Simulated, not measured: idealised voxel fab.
The name of this process module is voxel tone inversion.
Pictured: cross-section cut, 160 nm wide, on a grid of 5 nm square cells.
We lay out every cross-section as a grid of square cells and spell it out in bands from the top down, where one band means one or more rows of cells.
The band entry comprises the height of the band's top followed by the height of its bottom, expressed in nm, and subsequently the band's materials from left to right, each stated together with its width in nm. Where a single material is marked with the word "edge to edge", that material fills the band from edge to edge. The word "empty" represents empty space.
Height is counted from the level 0, under which the received wafer is composed throughout of one material. The lowest of the bands is not closed at the bottom but continues downward, in the notation "0..down".
A two-number width, for instance "30->40", indicates that the width is equal to the first number in the top row of the band and to the second number in the bottom row, and that it changes by a constant amount per row of cells.
Key: "no alteration" - step with no changed cell in the cross-section.
Empty spaces without an open route to the top, at least 8 cells in extent, make up the entry "Completely sealed voids"; each is given as width x height at distance, where the distance is measured from the left edge, and all are in nm.
Where a step's line continues beyond its settings, the continuation is a remark by the simulator itself on that step.
Regarding "overlay nm": on a step with a mask, it is the distance the mask lay to the right of its planned place; a negative value places it to the left.
## Steps planned for the process
1,op RECEIVE | material Si
2,op CONFORMAL_DEP | material SiN | thk nm 10
3,op DIRECTIONAL_DEP | material aC | thk nm 15
4,op PATTERN | tone cover | mask id POSTS | material resist | width nm 20 | pitch nm 50 | thk nm 20 | overlay nm 0
5,op DIRECTIONAL_ETCH | etch materials aC | depth nm 15
6,op STRIP | etch materials resist
7,op FILL_DEP | material SiO2 | thk nm 5
8,op CMP | height nm 25
9,op STRIP | etch materials aC
## Cross-section of the wafer upon arrival, representing the state reached after step 1
* 0..down: Si edge to edge
* Completely sealed voids: none
## First of two wafers at the end of the module, shown in cross-section; run carried out as planned
* 25..10: SiO2 (20)  empty (20)  SiO2 (30)  empty (20)  SiO2 (30)  empty (20)  SiO2 (20)
* 10..0: SiN edge to edge
* 0..down: Si edge to edge
* Completely sealed voids: none
## Second of two wafers, module complete, sectioned: it shares the first wafer's start and plan but was run with one mistake
* 25..10: SiO2 (25)  empty (15)  SiO2 (35)  empty (15)  SiO2 (35)  empty (15)  SiO2 (20)
* 10..0: SiN edge to edge
* 0..down: Si edge to edge
* Completely sealed voids: none
Nonconformance to the process plan: it should be noted that step 4 was executed with settings other than those planned, the operation and settings actually applied being op PATTERN | tone cover | mask id POSTS | material resist | width nm 15 | pitch nm 50 | thk nm 20 | overlay nm 0
At the finish, the second wafer shows more or fewer cells for some materials than the first does: SiO2 +9
